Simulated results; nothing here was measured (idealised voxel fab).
process module | voxel wiring stack
cross-section cut | 205 nm wide | cells 5 nm
A cross-section is a grid of square cells, given in bands from the top down. A band is one or more rows of cells.
Each band's line starts with the height of the band's top and of its bottom, in nm. Then come its materials from left to right, each with its width in nm. One material with "throughout" fills the band from edge to edge. "air" is empty space.
Height 0 is the level under which the wafer as received is all one material. The lowest band goes on downwards, as in "0 down".
A width such as "30 to 40" changes by the same amount from each row of cells to the next, from the band's top row to its bottom row.
"no change" after a step means that no cell of the cross-section changed.
closed voids: empty space of 8 cells or more with no open way to the top, each as width x height at its distance from the left edge, in nm
after a step's settings: what the simulator itself notes on the step
overlay nm, on a step with a mask: how far to the right of its planned place the mask lay; to the left if negative
plan
1 op RECEIVE | material Si
2 op CONFORMAL_DEP | material SiO2 | thk nm 15
3 op CONFORMAL_DEP | material SiCN | thk nm 5
4 op DIRECTIONAL_DEP | material lowk | thk nm 25
5 op DIRECTIONAL_DEP | material aC | thk nm 10
6 op PATTERN | tone open | mask id METAL_1 | material resist | width nm 25 | pitch nm 50 | thk nm 30 | overlay nm 0
7 op DIRECTIONAL_ETCH | etch materials aC | depth nm 10
8 op STRIP | etch materials resist
9 op DIRECTIONAL_ETCH | etch materials lowk | depth nm 25
10 op DIRECTIONAL_ETCH | etch materials SiCN | depth nm 5
11 op STRIP | etch materials aC
12 op CONFORMAL_DEP | material TiN | thk nm 5
13 op FILL_DEP | material Cu | thk nm 10
14 op CMP | height nm 45
15 op CONFORMAL_DEP | material SiCN | thk nm 5
16 op DIRECTIONAL_DEP | material lowk | thk nm 15
17 op DIRECTIONAL_DEP | material aC | thk nm 15
18 op PATTERN | tone open | mask id PLUG_1 | material resist | width nm 15 | pitch nm 50 | thk nm 30 | overlay nm 0
19 op DIRECTIONAL_ETCH | etch materials aC | depth nm 15
20 op STRIP | etch materials resist
21 op DIRECTIONAL_ETCH | etch materials lowk | depth nm 15
22 op DIRECTIONAL_ETCH | etch materials SiCN | depth nm 5
23 op STRIP | etch materials aC
24 op CONFORMAL_DEP | material TiN | thk nm 5
25 op FILL_DEP | material Ru | thk nm 5
26 op CMP | height nm 65
27 op DIRECTIONAL_DEP | material TiN | thk nm 5
28 op DIRECTIONAL_DEP | material W | thk nm 20
29 op MASKED_ETCH | tone cover | mask id METAL_2 | width nm 25 | pitch nm 50 | etch materials W | depth nm 20 | overlay nm 0
30 op MASKED_ETCH | tone cover | mask id METAL_2 | width nm 25 | pitch nm 50 | etch materials TiN | depth nm 5 | overlay nm 0
31 op FILL_DEP | material SiO2 | thk nm 5
32 op CMP | height nm 90
33 op CONFORMAL_DEP | material SiN | thk nm 5
as received, after step 1
  0 down: Si throughout
  closed voids: none
a wafer at the end: this start, this plan, one mistake
  95 to 90: SiN throughout
  90 to 70: W 40 | SiO2 25 | W 25 | SiO2 25 | W 25 | SiO2 25 | W 40
  70 to 65: TiN throughout
  65 to 50: lowk 40 | TiN 5 | Ru 5 | TiN 5 | lowk 35 | TiN 5 | Ru 5 | TiN 5 | lowk 35 | TiN 5 | Ru 5 | TiN 5 | lowk 50
  50 to 45: SiCN 40 | TiN 15 | SiCN 35 | TiN 15 | SiCN 35 | TiN 15 | SiCN 50
  45 to 20: lowk 40 | TiN 5 | Cu 15 | TiN 5 | lowk 25 | TiN 5 | Cu 15 | TiN 5 | lowk 25 | TiN 5 | Cu 15 | TiN 5 | lowk 40
  20 to 15: SiCN 40 | TiN 25 | SiCN 25 | TiN 25 | SiCN 25 | TiN 25 | SiCN 40
  15 to 0: SiO2 throughout
  0 down: Si throughout
  closed voids: none
what went wrong: step 29 ran as: op MASKED_ETCH | tone open | mask id METAL_2 | width nm 25 | pitch nm 50 | etch materials W | depth nm 20 | overlay nm 0
